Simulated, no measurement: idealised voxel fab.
process module | voxel wiring stack
cross-section cut | 220 nm wide | cells 5 nm
A cross-section is a grid of square cells, given in bands from the top down. A band is one or more rows of cells.
Each band's line starts with the height of the band's top and of its bottom, in nm. Then come its materials from left to right, each with its width in nm. One material with "throughout" fills the band from edge to edge. "air" is empty space.
Height 0 is the level under which the wafer as received is all one material. The lowest band goes on downwards, as in "0 down".
A width such as "30 to 40" changes by the same amount from each row of cells to the next, from the band's top row to its bottom row.
"no change" after a step means that no cell of the cross-section changed.
closed voids: empty space of 8 cells or more with no open way to the top, each as width x height at its distance from the left edge, in nm
after a step's settings: what the simulator itself notes on the step
overlay nm, on a step with a mask: how far to the right of its planned place the mask lay; to the left if negative
Each pair below shows a cross-section before one step and the cross-section after it, down to the lowest band that changed. The line under each pair gives the step between them, with its settings. The pairs can come from different runs of this module on the same starting wafer, so a pair continues from the pair above only where its "before" says so.
before
  110 to 80: lowk 25 | air 15 | lowk 75 | air 15 | lowk 90
  80 to 75: SiCN throughout
  75 to 60: SiO2 25 | TiN 5 | Cu 20 | TiN 5 | SiO2 15 | TiN 5 | Cu 20 | TiN 5 | SiO2 15 | TiN 5 | Cu 20 | TiN 5 | SiO2 15 | TiN 5 | Cu 20 | TiN 5 | SiO2 30
  60 to 55: SiO2 25 | TiN 5 | Cu 5 | TiN 20 | SiO2 15 | TiN 5 | Cu 5 | TiN 20 | SiO2 15 | TiN 5 | Cu 5 | TiN 20 | SiO2 15 | TiN 5 | Cu 5 | TiN 20 | SiO2 30
  55 to 45: SiO2 25 | TiN 5 | Cu 5 | TiN 5 | SiO2 30 | TiN 5 | Cu 5 | TiN 5 | SiO2 30 | TiN 5 | Cu 5 | TiN 5 | SiO2 30 | TiN 5 | Cu 5 | TiN 5 | SiO2 45
  45 to 40: SiCN 25 | TiN 15 | SiCN 30 | TiN 15 | SiCN 30 | TiN 15 | SiCN 30 | TiN 15 | SiCN 45
  40 to 35: SiCN 20 | Ru 40 | SiCN 5 | Ru 40 | SiCN 5 | Ru 40 | SiCN 5 | Ru 40 | SiCN 25
  35 to 20: SiO2 25 | TiN 5 | Cu 20 | TiN 5 | SiO2 15 | TiN 5 | Cu 20 | TiN 5 | SiO2 15 | TiN 5 | Cu 20 | TiN 5 | SiO2 15 | TiN 5 | Cu 20 | TiN 5 | SiO2 30
  20 to 15: SiN 25 | TiN 30 | SiN 15 | TiN 30 | SiN 15 | TiN 30 | SiN 15 | TiN 30 | SiN 30
  15 to 0: SiO2 throughout
  0 down: Si throughout
  closed voids: none
after
  130 to 110: resist 30 | air 30 | resist 15 | air 30 | resist 15 | air 30 | resist 15 | air 30 | resist 25
  110 to 80: lowk 25 | resist 5 | air 10 | lowk 75 | resist 5 | air 10 | lowk 90
  below 80: unchanged
  closed voids: none
the step between: op PATTERN | tone open | mask id METAL_3 | material resist | width nm 30 | pitch nm 45 | thk nm 20 | overlay nm 5
before: the cross-section after the pair above
after
  130 to 110: resist 30 | air 30 | resist 15 | air 30 | resist 15 | air 30 | resist 15 | air 30 | resist 25
  110 to 90: lowk 25 | resist 5 | air 30 | lowk 15 | air 30 | lowk 10 | resist 5 | air 30 | lowk 15 | air 30 | lowk 25
  below 90: unchanged
  closed voids: none
the step between: op DIRECTIONAL_ETCH | etch materials lowk | depth nm 20
before: the cross-section after the pair above
after
  130 to 110: resist 30 | air 30 | resist 15 | air 30 | resist 15 | air 30 | resist 15 | air 30 | resist 25
  110 to 90: lowk 25 | resist 5 | air 30 | lowk 15 | air 30 | lowk 10 | resist 5 | air 30 | lowk 15 | air 30 | lowk 25
  90 to 80: lowk 25 | resist 5 | air 10 | lowk 75 | resist 5 | air 10 | lowk 90
  80 to 75: SiCN 30 | air 10 | SiCN 80 | air 10 | SiCN 90
  below 75: unchanged
  closed voids: none
the step between: op DIRECTIONAL_ETCH | etch materials SiCN | depth nm 5
before: the cross-section after the pair above
after
  110 to 90: lowk 25 | air 35 | lowk 15 | air 30 | lowk 10 | air 35 | lowk 15 | air 30 | lowk 25
  90 to 80: lowk 25 | air 15 | lowk 75 | air 15 | lowk 90
  below 80: unchanged
  closed voids: none
the step between: op STRIP | etch materials resist
before: the cross-section after the pair above
after
  115 to 110: TiN 30 | air 25 | TiN 25 | air 20 | TiN 20 | air 25 | TiN 25 | air 20 | TiN 30
  110 to 95: lowk 25 | TiN 5 | air 25 | TiN 5 | lowk 15 | TiN 5 | air 20 | TiN 5 | lowk 10 | TiN 5 | air 25 | TiN 5 | lowk 15 | TiN 5 | air 20 | TiN 5 | lowk 25
  95 to 90: lowk 25 | TiN 5 | air 5 | TiN 25 | lowk 15 | TiN 30 | lowk 10 | TiN 5 | air 5 | TiN 25 | lowk 15 | TiN 30 | lowk 25
  90 to 85: lowk 25 | TiN 5 | air 5 | TiN 5 | lowk 75 | TiN 5 | air 5 | TiN 5 | lowk 90
  85 to 80: lowk 25 | TiN 15 | lowk 75 | TiN 15 | lowk 90
  80 to 75: SiCN 30 | TiN 10 | SiCN 80 | TiN 10 | SiCN 90
  below 75: unchanged
  closed voids: none
the step between: op CONFORMAL_DEP | material TiN | thk nm 5
before: the cross-section after the pair above
after
  120 to 115: Ru throughout
  115 to 110: TiN 30 | Ru 25 | TiN 25 | Ru 20 | TiN 20 | Ru 25 | TiN 25 | Ru 20 | TiN 30
  110 to 95: lowk 25 | TiN 5 | Ru 25 | TiN 5 | lowk 15 | TiN 5 | Ru 20 | TiN 5 | lowk 10 | TiN 5 | Ru 25 | TiN 5 | lowk 15 | TiN 5 | Ru 20 | TiN 5 | lowk 25
  95 to 90: lowk 25 | TiN 5 | Ru 5 | TiN 25 | lowk 15 | TiN 30 | lowk 10 | TiN 5 | Ru 5 | TiN 25 | lowk 15 | TiN 30 | lowk 25
  90 to 85: lowk 25 | TiN 5 | Ru 5 | TiN 5 | lowk 75 | TiN 5 | Ru 5 | TiN 5 | lowk 90
  below 85: unchanged
  closed voids: none
the step between: op FILL_DEP | material Ru | thk nm 5
before: the cross-section after the pair above
after
  110 to 95: lowk 25 | TiN 5 | Ru 25 | TiN 5 | lowk 15 | TiN 5 | Ru 20 | TiN 5 | lowk 10 | TiN 5 | Ru 25 | TiN 5 | lowk 15 | TiN 5 | Ru 20 | TiN 5 | lowk 25
  below 95: unchanged
  closed voids: none
the step between: op CMP | height nm 110
before: the cross-section after the pair above
after
  115 to 110: SiCN throughout
  below 110: unchanged
  closed voids: none
the step between: op CONFORMAL_DEP | material SiCN | thk nm 5
before: the cross-section after the pair above
after
  130 to 115: lowk throughout
  below 115: unchanged
  closed voids: none
the step between: op DIRECTIONAL_DEP | material lowk | thk nm 15
before: the cross-section after the pair above
after
  145 to 130: aC throughout
  below 130: unchanged
  closed voids: none
the step between: op DIRECTIONAL_DEP | material aC | thk nm 15
before: the cross-section after the pair above
after
  175 to 145: resist 25 | air 15 | resist 30 | air 15 | resist 30 | air 15 | resist 30 | air 15 | resist 45
  below 145: unchanged
  closed voids: none
the step between: op PATTERN | tone open | mask id PLUG_3 | material resist | width nm 15 | pitch nm 45 | thk nm 30 | overlay nm 0
before: the cross-section after the pair above
after
  160 to 145: resist 25 | air 15 | resist 30 | air 15 | resist 30 | air 15 | resist 30 | air 15 | resist 45
  145 to 130: aC 25 | air 15 | aC 30 | air 15 | aC 30 | air 15 | aC 30 | air 15 | aC 45
  below 130: unchanged
  closed voids: none
the step between: op DIRECTIONAL_ETCH | etch materials aC | depth nm 15
before: the cross-section after the pair above
after
  145 to 130: aC 25 | air 15 | aC 30 | air 15 | aC 30 | air 15 | aC 30 | air 15 | aC 45
  below 130: unchanged
  closed voids: none
the step between: op STRIP | etch materials resist
before: the cross-section after the pair above
after
  145 to 130: aC 25 | air 15 | aC 30 | air 15 | aC 30 | air 15 | aC 30 | air 15 | aC 45
  130 to 115: lowk 25 | air 15 | lowk 30 | air 15 | lowk 30 | air 15 | lowk 30 | air 15 | lowk 45
  below 115: unchanged
  closed voids: none
the step between: op DIRECTIONAL_ETCH | etch materials lowk | depth nm 15
before: the cross-section after the pair above
after
  145 to 130: aC 25 | air 15 | aC 30 | air 15 | aC 30 | air 15 | aC 30 | air 15 | aC 45
  130 to 115: lowk 25 | air 15 | lowk 30 | air 15 | lowk 30 | air 15 | lowk 30 | air 15 | lowk 45
  115 to 110: SiCN 25 | air 15 | SiCN 30 | air 15 | SiCN 30 | air 15 | SiCN 30 | air 15 | SiCN 45
  below 110: unchanged
  closed voids: none
the step between: op DIRECTIONAL_ETCH | etch materials SiCN | depth nm 5
before: the cross-section after the pair above
after
  130 to 115: lowk 25 | air 15 | lowk 30 | air 15 | lowk 30 | air 15 | lowk 30 | air 15 | lowk 45
  below 115: unchanged
  closed voids: none
the step between: op STRIP | etch materials aC
before: the cross-section after the pair above
after
  135 to 130: TiN 30 | air 5 | TiN 40 | air 5 | TiN 40 | air 5 | TiN 40 | air 5 | TiN 50
  130 to 115: lowk 25 | TiN 5 | air 5 | TiN 5 | lowk 30 | TiN 5 | air 5 | TiN 5 | lowk 30 | TiN 5 | air 5 | TiN 5 | lowk 30 | TiN 5 | air 5 | TiN 5 | lowk 45
  115 to 110: SiCN 25 | TiN 15 | SiCN 30 | TiN 15 | SiCN 30 | TiN 15 | SiCN 30 | TiN 15 | SiCN 45
  below 110: unchanged
  closed voids: none
the step between: op CONFORMAL_DEP | material TiN | thk nm 5
before: the cross-section after the pair above
after
  140 to 135: W throughout
  135 to 130: TiN 30 | W 5 | TiN 40 | W 5 | TiN 40 | W 5 | TiN 40 | W 5 | TiN 50
  130 to 115: lowk 25 | TiN 5 | W 5 | TiN 5 | lowk 30 | TiN 5 | W 5 | TiN 5 | lowk 30 | TiN 5 | W 5 | TiN 5 | lowk 30 | TiN 5 | W 5 | TiN 5 | lowk 45
  below 115: unchanged
  closed voids: none
the step between: op FILL_DEP | material W | thk nm 5
before: the cross-section after the pair above
after
  130 to 115: lowk 25 | TiN 5 | W 5 | TiN 5 | lowk 30 | TiN 5 | W 5 | TiN 5 | lowk 30 | TiN 5 | W 5 | TiN 5 | lowk 30 | TiN 5 | W 5 | TiN 5 | lowk 45
  below 115: unchanged
  closed voids: none
the step between: op CMP | height nm 130
before: the cross-section after the pair above
after
  135 to 130: TiN throughout
  below 130: unchanged
  closed voids: none
the step between: op DIRECTIONAL_DEP | material TiN | thk nm 5
before: the cross-section after the pair above
after
  160 to 135: W throughout
  below 135: unchanged
  closed voids: none
the step between: op DIRECTIONAL_DEP | material W | thk nm 25
before: the cross-section after the pair above
after
  175 to 160: air 25 | resist 30 | air 15 | resist 30 | air 15 | resist 30 | air 15 | resist 30 | air 30
  below 160: unchanged
  closed voids: none
the step between: op PATTERN | tone cover | mask id METAL_4 | material resist | width nm 30 | pitch nm 45 | thk nm 15 | overlay nm 0
before: the cross-section after the pair above
after
  175 to 160: air 25 | resist 30 | air 15 | resist 30 | air 15 | resist 30 | air 15 | resist 30 | air 30
  160 to 135: air 25 | W 30 | air 15 | W 30 | air 15 | W 30 | air 15 | W 30 | air 30
  below 135: unchanged
  closed voids: none
the step between: op DIRECTIONAL_ETCH | etch materials W | depth nm 25
before: the cross-section after the pair above
after
  175 to 160: air 25 | resist 30 | air 15 | resist 30 | air 15 | resist 30 | air 15 | resist 30 | air 30
  160 to 135: air 25 | W 30 | air 15 | W 30 | air 15 | W 30 | air 15 | W 30 | air 30
  135 to 130: air 25 | TiN 30 | air 15 | TiN 30 | air 15 | TiN 30 | air 15 | TiN 30 | air 30
  below 130: unchanged
  closed voids: none
the step between: op DIRECTIONAL_ETCH | etch materials TiN | depth nm 5
before: the cross-section after the pair above
after
  160 to 135: air 25 | W 30 | air 15 | W 30 | air 15 | W 30 | air 15 | W 30 | air 30
  below 135: unchanged
  closed voids: none
the step between: op STRIP | etch materials resist
before: the cross-section after the pair above
after
  170 to 160: SiO2 throughout
  160 to 135: SiO2 25 | W 30 | SiO2 15 | W 30 | SiO2 15 | W 30 | SiO2 15 | W 30 | SiO2 30
  135 to 130: SiO2 25 | TiN 30 | SiO2 15 | TiN 30 | SiO2 15 | TiN 30 | SiO2 15 | TiN 30 | SiO2 30
  below 130: unchanged
  closed voids: none
the step between: op FILL_DEP | material SiO2 | thk nm 10
before: the cross-section after the pair above
after
  160 to 135: SiO2 25 | W 30 | SiO2 15 | W 30 | SiO2 15 | W 30 | SiO2 15 | W 30 | SiO2 30
  below 135: unchanged
  closed voids: none
the step between: op CMP | height nm 160
before: the cross-section after the pair above
after
  165 to 160: SiN throughout
  below 160: unchanged
  closed voids: none
the step between: op CONFORMAL_DEP | material SiN | thk nm 5
before
  110 to 90: lowk 25 | air 30 | lowk 15 | air 30 | lowk 15 | air 30 | lowk 15 | air 30 | lowk 30
  90 to 80: lowk 25 | air 15 | lowk 75 | air 15 | lowk 90
  80 to 75: SiCN 25 | air 15 | SiCN 75 | air 15 | SiCN 90
  75 to 60: SiO2 25 | TiN 5 | Cu 20 | TiN 5 | SiO2 15 | TiN 5 | Cu 20 | TiN 5 | SiO2 15 | TiN 5 | Cu 20 | TiN 5 | SiO2 15 | TiN 5 | Cu 20 | TiN 5 | SiO2 30
  60 to 55: SiO2 25 | TiN 5 | Cu 5 | TiN 20 | SiO2 15 | TiN 5 | Cu 5 | TiN 20 | SiO2 15 | TiN 5 | Cu 5 | TiN 20 | SiO2 15 | TiN 5 | Cu 5 | TiN 20 | SiO2 30
  55 to 45: SiO2 25 | TiN 5 | Cu 5 | TiN 5 | SiO2 30 | TiN 5 | Cu 5 | TiN 5 | SiO2 30 | TiN 5 | Cu 5 | TiN 5 | SiO2 30 | TiN 5 | Cu 5 | TiN 5 | SiO2 45
  45 to 40: SiCN 25 | TiN 15 | SiCN 30 | TiN 15 | SiCN 30 | TiN 15 | SiCN 30 | TiN 15 | SiCN 45
  40 to 35: SiCN 20 | Ru 40 | SiCN 5 | Ru 40 | SiCN 5 | Ru 40 | SiCN 5 | Ru 40 | SiCN 25
  35 to 20: SiO2 25 | TiN 5 | Cu 20 | TiN 5 | SiO2 15 | TiN 5 | Cu 20 | TiN 5 | SiO2 15 | TiN 5 | Cu 20 | TiN 5 | SiO2 15 | TiN 5 | Cu 20 | TiN 5 | SiO2 30
  20 to 15: SiN 25 | TiN 30 | SiN 15 | TiN 30 | SiN 15 | TiN 30 | SiN 15 | TiN 30 | SiN 30
  15 to 0: SiO2 throughout
  0 down: Si throughout
  closed voids: none
after
  115 to 110: SiN 30 | air 20 | SiN 25 | air 20 | SiN 25 | air 20 | SiN 25 | air 20 | SiN 35
  110 to 95: lowk 25 | SiN 5 | air 20 | SiN 5 | lowk 15 | SiN 5 | air 20 | SiN 5 | lowk 15 | SiN 5 | air 20 | SiN 5 | lowk 15 | SiN 5 | air 20 | SiN 5 | lowk 30
  95 to 90: lowk 25 | SiN 5 | air 5 | SiN 20 | lowk 15 | SiN 30 | lowk 15 | SiN 5 | air 5 | SiN 20 | lowk 15 | SiN 30 | lowk 30
  90 to 80: lowk 25 | SiN 5 | air 5 | SiN 5 | lowk 75 | SiN 5 | air 5 | SiN 5 | lowk 90
  80 to 75: SiCN 25 | SiN 15 | SiCN 75 | SiN 15 | SiCN 90
  below 75: unchanged
  closed voids: none
the step between: op CONFORMAL_DEP | material SiN | thk nm 5
before: the cross-section after the pair above
after
  120 to 115: Ru throughout
  115 to 110: SiN 30 | Ru 20 | SiN 25 | Ru 20 | SiN 25 | Ru 20 | SiN 25 | Ru 20 | SiN 35
  110 to 95: lowk 25 | SiN 5 | Ru 20 | SiN 5 | lowk 15 | SiN 5 | Ru 20 | SiN 5 | lowk 15 | SiN 5 | Ru 20 | SiN 5 | lowk 15 | SiN 5 | Ru 20 | SiN 5 | lowk 30
  95 to 90: lowk 25 | SiN 5 | Ru 5 | SiN 20 | lowk 15 | SiN 30 | lowk 15 | SiN 5 | Ru 5 | SiN 20 | lowk 15 | SiN 30 | lowk 30
  90 to 80: lowk 25 | SiN 5 | Ru 5 | SiN 5 | lowk 75 | SiN 5 | Ru 5 | SiN 5 | lowk 90
  below 80: unchanged
  closed voids: none
the step between: op FILL_DEP | material Ru | thk nm 5
before: the cross-section after the pair above
after
  110 to 95: lowk 25 | SiN 5 | Ru 20 | SiN 5 | lowk 15 | SiN 5 | Ru 20 | SiN 5 | lowk 15 | SiN 5 | Ru 20 | SiN 5 | lowk 15 | SiN 5 | Ru 20 | SiN 5 | lowk 30
  below 95: unchanged
  closed voids: none
the step between: op CMP | height nm 110
before: the cross-section after the pair above
after
  115 to 110: SiCN throughout
  below 110: unchanged
  closed voids: none
the step between: op CONFORMAL_DEP | material SiCN | thk nm 5
before: the cross-section after the pair above
after
  130 to 115: lowk throughout
  below 115: unchanged
  closed voids: none
the step between: op DIRECTIONAL_DEP | material lowk | thk nm 15
before: the cross-section after the pair above
after
  145 to 130: aC throughout
  below 130: unchanged
  closed voids: none
the step between: op DIRECTIONAL_DEP | material aC | thk nm 15
before: the cross-section after the pair above
after
  175 to 145: resist 25 | air 15 | resist 30 | air 15 | resist 30 | air 15 | resist 30 | air 15 | resist 45
  below 145: unchanged
  closed voids: none
the step between: op PATTERN | tone open | mask id PLUG_3 | material resist | width nm 15 | pitch nm 45 | thk nm 30 | overlay nm 0
before: the cross-section after the pair above
after
  160 to 145: resist 25 | air 15 | resist 30 | air 15 | resist 30 | air 15 | resist 30 | air 15 | resist 45
  145 to 130: aC 25 | air 15 | aC 30 | air 15 | aC 30 | air 15 | aC 30 | air 15 | aC 45
  below 130: unchanged
  closed voids: none
the step between: op DIRECTIONAL_ETCH | etch materials aC | depth nm 15
before: the cross-section after the pair above
after
  145 to 130: aC 25 | air 15 | aC 30 | air 15 | aC 30 | air 15 | aC 30 | air 15 | aC 45
  below 130: unchanged
  closed voids: none
the step between: op STRIP | etch materials resist
before: the cross-section after the pair above
after
  145 to 130: aC 25 | air 15 | aC 30 | air 15 | aC 30 | air 15 | aC 30 | air 15 | aC 45
  130 to 115: lowk 25 | air 15 | lowk 30 | air 15 | lowk 30 | air 15 | lowk 30 | air 15 | lowk 45
  below 115: unchanged
  closed voids: none
the step between: op DIRECTIONAL_ETCH | etch materials lowk | depth nm 15
before: the cross-section after the pair above
after
  145 to 130: aC 25 | air 15 | aC 30 | air 15 | aC 30 | air 15 | aC 30 | air 15 | aC 45
  130 to 115: lowk 25 | air 15 | lowk 30 | air 15 | lowk 30 | air 15 | lowk 30 | air 15 | lowk 45
  115 to 110: SiCN 25 | air 15 | SiCN 30 | air 15 | SiCN 30 | air 15 | SiCN 30 | air 15 | SiCN 45
  below 110: unchanged
  closed voids: none
the step between: op DIRECTIONAL_ETCH | etch materials SiCN | depth nm 5
before: the cross-section after the pair above
after
  130 to 115: lowk 25 | air 15 | lowk 30 | air 15 | lowk 30 | air 15 | lowk 30 | air 15 | lowk 45
  below 115: unchanged
  closed voids: none
the step between: op STRIP | etch materials aC
before: the cross-section after the pair above
after
  135 to 130: TiN 30 | air 5 | TiN 40 | air 5 | TiN 40 | air 5 | TiN 40 | air 5 | TiN 50
  130 to 115: lowk 25 | TiN 5 | air 5 | TiN 5 | lowk 30 | TiN 5 | air 5 | TiN 5 | lowk 30 | TiN 5 | air 5 | TiN 5 | lowk 30 | TiN 5 | air 5 | TiN 5 | lowk 45
  115 to 110: SiCN 25 | TiN 15 | SiCN 30 | TiN 15 | SiCN 30 | TiN 15 | SiCN 30 | TiN 15 | SiCN 45
  below 110: unchanged
  closed voids: none
the step between: op CONFORMAL_DEP | material TiN | thk nm 5
before: the cross-section after the pair above
after
  140 to 135: W throughout
  135 to 130: TiN 30 | W 5 | TiN 40 | W 5 | TiN 40 | W 5 | TiN 40 | W 5 | TiN 50
  130 to 115: lowk 25 | TiN 5 | W 5 | TiN 5 | lowk 30 | TiN 5 | W 5 | TiN 5 | lowk 30 | TiN 5 | W 5 | TiN 5 | lowk 30 | TiN 5 | W 5 | TiN 5 | lowk 45
  below 115: unchanged
  closed voids: none
the step between: op FILL_DEP | material W | thk nm 5
before: the cross-section after the pair above
after
  130 to 115: lowk 25 | TiN 5 | W 5 | TiN 5 | lowk 30 | TiN 5 | W 5 | TiN 5 | lowk 30 | TiN 5 | W 5 | TiN 5 | lowk 30 | TiN 5 | W 5 | TiN 5 | lowk 45
  below 115: unchanged
  closed voids: none
the step between: op CMP | height nm 130
before: the cross-section after the pair above
after
  135 to 130: TiN throughout
  below 130: unchanged
  closed voids: none
the step between: op DIRECTIONAL_DEP | material TiN | thk nm 5
before: the cross-section after the pair above
after
  160 to 135: W throughout
  below 135: unchanged
  closed voids: none
the step between: op DIRECTIONAL_DEP | material W | thk nm 25
before: the cross-section after the pair above
after
  175 to 160: air 25 | resist 30 | air 15 | resist 30 | air 15 | resist 30 | air 15 | resist 30 | air 30
  below 160: unchanged
  closed voids: none
the step between: op PATTERN | tone cover | mask id METAL_4 | material resist | width nm 30 | pitch nm 45 | thk nm 15 | overlay nm 0
before: the cross-section after the pair above
after
  175 to 160: air 25 | resist 30 | air 15 | resist 30 | air 15 | resist 30 | air 15 | resist 30 | air 30
  160 to 135: air 25 | W 30 | air 15 | W 30 | air 15 | W 30 | air 15 | W 30 | air 30
  below 135: unchanged
  closed voids: none
the step between: op DIRECTIONAL_ETCH | etch materials W | depth nm 25
before: the cross-section after the pair above
after
  175 to 160: air 25 | resist 30 | air 15 | resist 30 | air 15 | resist 30 | air 15 | resist 30 | air 30
  160 to 135: air 25 | W 30 | air 15 | W 30 | air 15 | W 30 | air 15 | W 30 | air 30
  135 to 130: air 25 | TiN 30 | air 15 | TiN 30 | air 15 | TiN 30 | air 15 | TiN 30 | air 30
  below 130: unchanged
  closed voids: none
the step between: op DIRECTIONAL_ETCH | etch materials TiN | depth nm 5
before: the cross-section after the pair above
after
  160 to 135: air 25 | W 30 | air 15 | W 30 | air 15 | W 30 | air 15 | W 30 | air 30
  below 135: unchanged
  closed voids: none
the step between: op STRIP | etch materials resist
before: the cross-section after the pair above
after
  170 to 160: SiO2 throughout
  160 to 135: SiO2 25 | W 30 | SiO2 15 | W 30 | SiO2 15 | W 30 | SiO2 15 | W 30 | SiO2 30
  135 to 130: SiO2 25 | TiN 30 | SiO2 15 | TiN 30 | SiO2 15 | TiN 30 | SiO2 15 | TiN 30 | SiO2 30
  below 130: unchanged
  closed voids: none
the step between: op FILL_DEP | material SiO2 | thk nm 10
before: the cross-section after the pair above
after
  160 to 135: SiO2 25 | W 30 | SiO2 15 | W 30 | SiO2 15 | W 30 | SiO2 15 | W 30 | SiO2 30
  below 135: unchanged
  closed voids: none
the step between: op CMP | height nm 160
before: the cross-section after the pair above
after
  165 to 160: SiN throughout
  below 160: unchanged
  closed voids: none
the step between: op CONFORMAL_DEP | material SiN | thk nm 5
before
  50 to 35: aC throughout
  35 to 20: SiO2 throughout
  20 to 15: SiN throughout
  15 to 0: SiO2 throughout
  0 down: Si throughout
  closed voids: none
after
  80 to 50: air 25 | resist 30 | air 15 | resist 30 | air 15 | resist 30 | air 15 | resist 30 | air 30
  below 50: unchanged
  closed voids: none
the step between: op PATTERN | tone cover | mask id METAL_1 | material resist | width nm 30 | pitch nm 45 | thk nm 30 | overlay nm 0
before: the cross-section after the pair above
after
  65 to 50: air 25 | resist 30 | air 15 | resist 30 | air 15 | resist 30 | air 15 | resist 30 | air 30
  50 to 35: air 25 | aC 30 | air 15 | aC 30 | air 15 | aC 30 | air 15 | aC 30 | air 30
  below 35: unchanged
  closed voids: none
the step between: op DIRECTIONAL_ETCH | etch materials aC | depth nm 15
before: the cross-section after the pair above
after
  50 to 35: air 25 | aC 30 | air 15 | aC 30 | air 15 | aC 30 | air 15 | aC 30 | air 30
  below 35: unchanged
  closed voids: none
the step between: op STRIP | etch materials resist
before: the cross-section after the pair above
after
  50 to 35: air 25 | aC 30 | air 15 | aC 30 | air 15 | aC 30 | air 15 | aC 30 | air 30
  35 to 20: air 25 | SiO2 30 | air 15 | SiO2 30 | air 15 | SiO2 30 | air 15 | SiO2 30 | air 30
  below 20: unchanged
  closed voids: none
the step between: op DIRECTIONAL_ETCH | etch materials SiO2 | depth nm 15
before: the cross-section after the pair above
after
  50 to 35: air 25 | aC 30 | air 15 | aC 30 | air 15 | aC 30 | air 15 | aC 30 | air 30
  35 to 20: air 25 | SiO2 30 | air 15 | SiO2 30 | air 15 | SiO2 30 | air 15 | SiO2 30 | air 30
  20 to 15: air 25 | SiN 30 | air 15 | SiN 30 | air 15 | SiN 30 | air 15 | SiN 30 | air 30
  below 15: unchanged
  closed voids: none
the step between: op DIRECTIONAL_ETCH | etch materials SiN | depth nm 5
before: the cross-section after the pair above
after
  35 to 20: air 25 | SiO2 30 | air 15 | SiO2 30 | air 15 | SiO2 30 | air 15 | SiO2 30 | air 30
  below 20: unchanged
  closed voids: none
the step between: op STRIP | etch materials aC
before: the cross-section after the pair above
after
  40 to 35: air 20 | TiN 40 | air 5 | TiN 40 | air 5 | TiN 40 | air 5 | TiN 40 | air 25
  35 to 20: air 20 | TiN 5 | SiO2 30 | TiN 5 | air 5 | TiN 5 | SiO2 30 | TiN 5 | air 5 | TiN 5 | SiO2 30 | TiN 5 | air 5 | TiN 5 | SiO2 30 | TiN 5 | air 25
  20 to 15: TiN 25 | SiN 30 | TiN 15 | SiN 30 | TiN 15 | SiN 30 | TiN 15 | SiN 30 | TiN 30
  below 15: unchanged
  closed voids: none
the step between: op CONFORMAL_DEP | material TiN | thk nm 5
before: the cross-section after the pair above
after
  45 to 40: Cu throughout
  40 to 35: Cu 20 | TiN 40 | Cu 5 | TiN 40 | Cu 5 | TiN 40 | Cu 5 | TiN 40 | Cu 25
  35 to 20: Cu 20 | TiN 5 | SiO2 30 | TiN 5 | Cu 5 | TiN 5 | SiO2 30 | TiN 5 | Cu 5 | TiN 5 | SiO2 30 | TiN 5 | Cu 5 | TiN 5 | SiO2 30 | TiN 5 | Cu 25
  below 20: unchanged
  closed voids: none
the step between: op FILL_DEP | material Cu | thk nm 5
before: the cross-section after the pair above
after
  35 to 20: Cu 20 | TiN 5 | SiO2 30 | TiN 5 | Cu 5 | TiN 5 | SiO2 30 | TiN 5 | Cu 5 | TiN 5 | SiO2 30 | TiN 5 | Cu 5 | TiN 5 | SiO2 30 | TiN 5 | Cu 25
  below 20: unchanged
  closed voids: none
the step between: op CMP | height nm 35
before: the cross-section after the pair above
after
  40 to 35: Ru 30 | air 20 | Ru 25 | air 20 | Ru 25 | air 20 | Ru 25 | air 20 | Ru 35
  below 35: unchanged
  closed voids: none
the step between: op EPI | material Ru | thk nm 5
before: the cross-section after the pair above
after
  45 to 40: SiCN throughout
  40 to 35: Ru 30 | SiCN 20 | Ru 25 | SiCN 20 | Ru 25 | SiCN 20 | Ru 25 | SiCN 20 | Ru 35
  below 35: unchanged
  closed voids: none
the step between: op FILL_DEP | material SiCN | thk nm 5
before: the cross-section after the pair above
after
  75 to 45: SiO2 throughout
  below 45: unchanged
  closed voids: none
the step between: op DIRECTIONAL_DEP | material SiO2 | thk nm 30
before: the cross-section after the pair above
after
  85 to 75: aC throughout
  below 75: unchanged
  closed voids: none
the step between: op DIRECTIONAL_DEP | material aC | thk nm 10
before: the cross-section after the pair above
after
  110 to 85: resist 25 | air 30 | resist 15 | air 30 | resist 15 | air 30 | resist 15 | air 30 | resist 30
  below 85: unchanged
  closed voids: none
the step between: op PATTERN | tone open | mask id METAL_2 | material resist | width nm 30 | pitch nm 45 | thk nm 25 | overlay nm 0
before: the cross-section after the pair above
after
  100 to 85: resist 25 | air 30 | resist 15 | air 30 | resist 15 | air 30 | resist 15 | air 30 | resist 30
  85 to 75: aC 25 | air 30 | aC 15 | air 30 | aC 15 | air 30 | aC 15 | air 30 | aC 30
  below 75: unchanged
  closed voids: none
the step between: op DIRECTIONAL_ETCH | etch materials aC | depth nm 10
before: the cross-section after the pair above
after
  85 to 75: aC 25 | air 30 | aC 15 | air 30 | aC 15 | air 30 | aC 15 | air 30 | aC 30
  below 75: unchanged
  closed voids: none
the step between: op STRIP | etch materials resist
before: the cross-section after the pair above
after
  85 to 75: aC 25 | air 30 | aC 15 | air 30 | aC 15 | air 30 | aC 15 | air 30 | aC 30
  75 to 55: SiO2 25 | air 30 | SiO2 15 | air 30 | SiO2 15 | air 30 | SiO2 15 | air 30 | SiO2 30
  below 55: unchanged
  closed voids: none
the step between: op DIRECTIONAL_ETCH | etch materials SiO2 | depth nm 20
before: the cross-section after the pair above
after
  75 to 55: SiO2 25 | air 30 | SiO2 15 | air 30 | SiO2 15 | air 30 | SiO2 15 | air 30 | SiO2 30
  below 55: unchanged
  closed voids: none
the step between: op STRIP | etch materials aC
before: the cross-section after the pair above
after
  85 to 75: aC 25 | air 30 | aC 15 | air 30 | aC 15 | air 30 | aC 15 | air 30 | aC 30
  75 to 65: SiO2 25 | air 30 | SiO2 15 | air 30 | SiO2 15 | air 30 | SiO2 15 | air 30 | SiO2 30
  65 to 55: SiO2 25 | aC 30 | SiO2 15 | aC 30 | SiO2 15 | aC 30 | SiO2 15 | aC 30 | SiO2 30
  below 55: unchanged
  closed voids: none
the step between: op DIRECTIONAL_DEP | material aC | thk nm 10
before: the cross-section after the pair above
after
  115 to 85: resist 25 | air 15 | resist 30 | air 15 | resist 30 | air 15 | resist 30 | air 15 | resist 45
  85 to 75: aC 25 | air 15 | resist 15 | aC 15 | air 15 | resist 15 | aC 15 | air 15 | resist 15 | aC 15 | air 15 | resist 15 | aC 30
  75 to 65: SiO2 25 | air 15 | resist 15 | SiO2 15 | air 15 | resist 15 | SiO2 15 | air 15 | resist 15 | SiO2 15 | air 15 | resist 15 | SiO2 30
  below 65: unchanged
  closed voids: none
the step between: op PATTERN | tone open | mask id METAL_2_HOLES | material resist | width nm 15 | pitch nm 45 | thk nm 30 | overlay nm 0
